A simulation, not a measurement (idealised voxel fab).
The document below concerns the process module designated voxel self aligned vias.
Section cut is 290 nm wide and gridded with 5 nm square cells.
Cross-section = grid of square cells, listed top down in bands; band = one or more rows.
Per band: top height and bottom height in nm, followed by the left-to-right materials and their widths in nm; "everywhere" marks a single material spanning edge to edge, "air" marks empty space.
Below 0: as-received wafer, all one material; heights counted from there. Lowest band: no bottom, goes on down, written "0 nm and below".
Note: "30->40" means the width goes from the first number (top row of the band) to the second number (bottom row) in equal steps per row of cells.
For the purposes of this document, the phrase "all unchanged" attached to a step denotes that no cell within the cross-section was modified by that step.
Entry "Closed cavity list" = empty spaces >= 8 cells with no open way to the top; each as width x height at distance, distance from left edge, all nm.
The remark found on a step's line after its settings is issued by the simulator itself and pertains to that step.
overlay nm: step with mask; distance mask lay right of planned place; negative value = left of planned place.

The following list gives the planned process steps:
| 1 | RECEIVE, material Si |
| 2 | CONFORMAL_DEP, material SiO2, thk nm 10 |
| 3 | CONFORMAL_DEP, material SiCN, thk nm 5 |
| 4 | DIRECTIONAL_DEP, material lowk, thk nm 20 |
| 5 | MASKED_ETCH, tone open, mask id LINES, width nm 25, pitch nm 65, etch materials lowk, depth nm 20, overlay nm 0 |
| 6 | CONFORMAL_DEP, material TiN, thk nm 5 |
| 7 | FILL_DEP, material Ru, thk nm 10 |
| 8 | CMP, height nm 35 |
| 9 | SELECTIVE_ETCH, etch materials W Ru TiN, depth nm 5 |
| 10 | FILL_DEP, material SiN, thk nm 10 |
| 11 | CMP, height nm 35 |
| 12 | DIRECTIONAL_DEP, material lowk, thk nm 15 |
| 13 | DIRECTIONAL_DEP, material aC, thk nm 10 |
| 14 | PATTERN, tone open, mask id VIAS, material resist, width nm 45, pitch nm 65, thk nm 25, overlay nm 0 |
| 15 | DIRECTIONAL_ETCH, etch materials aC, depth nm 10 |
| 16 | STRIP, etch materials resist |
| 17 | DIRECTIONAL_ETCH, etch materials lowk, depth nm 15 |
| 18 | DIRECTIONAL_ETCH, etch materials SiN, depth nm 5 |
| 19 | STRIP, etch materials aC |
| 20 | CONFORMAL_DEP, material TiN, thk nm 5 |
| 21 | FILL_DEP, material Ru, thk nm 5 |
| 22 | CMP, height nm 50 |
| 23 | CONFORMAL_DEP, material SiCN, thk nm 5 |

As-received state of the wafer in cross-section, equivalent to post-step 1:
	0 nm and below: Si everywhere
	Closed cavity list: none

First wafer of two, sectioned at end of module; run went per plan:
	55 nm to 50 nm: SiCN everywhere
	50 nm to 40 nm: lowk=90, TiN=5, Ru=35, TiN=5, lowk=20, TiN=5, Ru=35, TiN=5, lowk=90
	40 nm to 35 nm: lowk=90, TiN=15, Ru=15, TiN=15, lowk=20, TiN=15, Ru=15, TiN=15, lowk=90
	35 nm to 30 nm: lowk=100, TiN=25, lowk=40, TiN=25, lowk=100
	30 nm to 20 nm: lowk=100, TiN=5, Ru=15, TiN=5, lowk=40, TiN=5, Ru=15, TiN=5, lowk=100
	20 nm to 15 nm: lowk=100, TiN=25, lowk=40, TiN=25, lowk=100
	15 nm to 10 nm: SiCN everywhere
	10 nm to 0 nm: SiO2 everywhere
	0 nm and below: Si everywhere
	Closed cavity list: none

Wafer two (of two), end-of-module cross-section: start = wafer one, plan = wafer one, one run mistake:
	55 nm to 50 nm: SiCN everywhere
	50 nm to 35 nm: lowk=90, TiN=5, Ru=35, TiN=5, lowk=20, TiN=5, Ru=35, TiN=5, lowk=90
	35 nm to 30 nm: SiN=90, TiN=45, SiN=20, TiN=45, SiN=90
	30 nm to 25 nm: TiN=105, Ru=15, TiN=50, Ru=15, TiN=105
	25 nm to 10 nm: lowk=100, TiN=5, Ru=15, TiN=5, lowk=40, TiN=5, Ru=15, TiN=5, lowk=100
	10 nm to 5 nm: lowk=100, TiN=25, lowk=40, TiN=25, lowk=100
	5 nm to 0 nm: SiCN everywhere
	0 nm and below: Si everywhere
	Closed cavity list: none
Finding, execution versus plan: plan step 2 never ran because it was skipped
Cell-count delta at end, second wafer over first, by material: 20 more of Ru, 40 more of SiN, 116 fewer of SiO2, 56 more of TiN
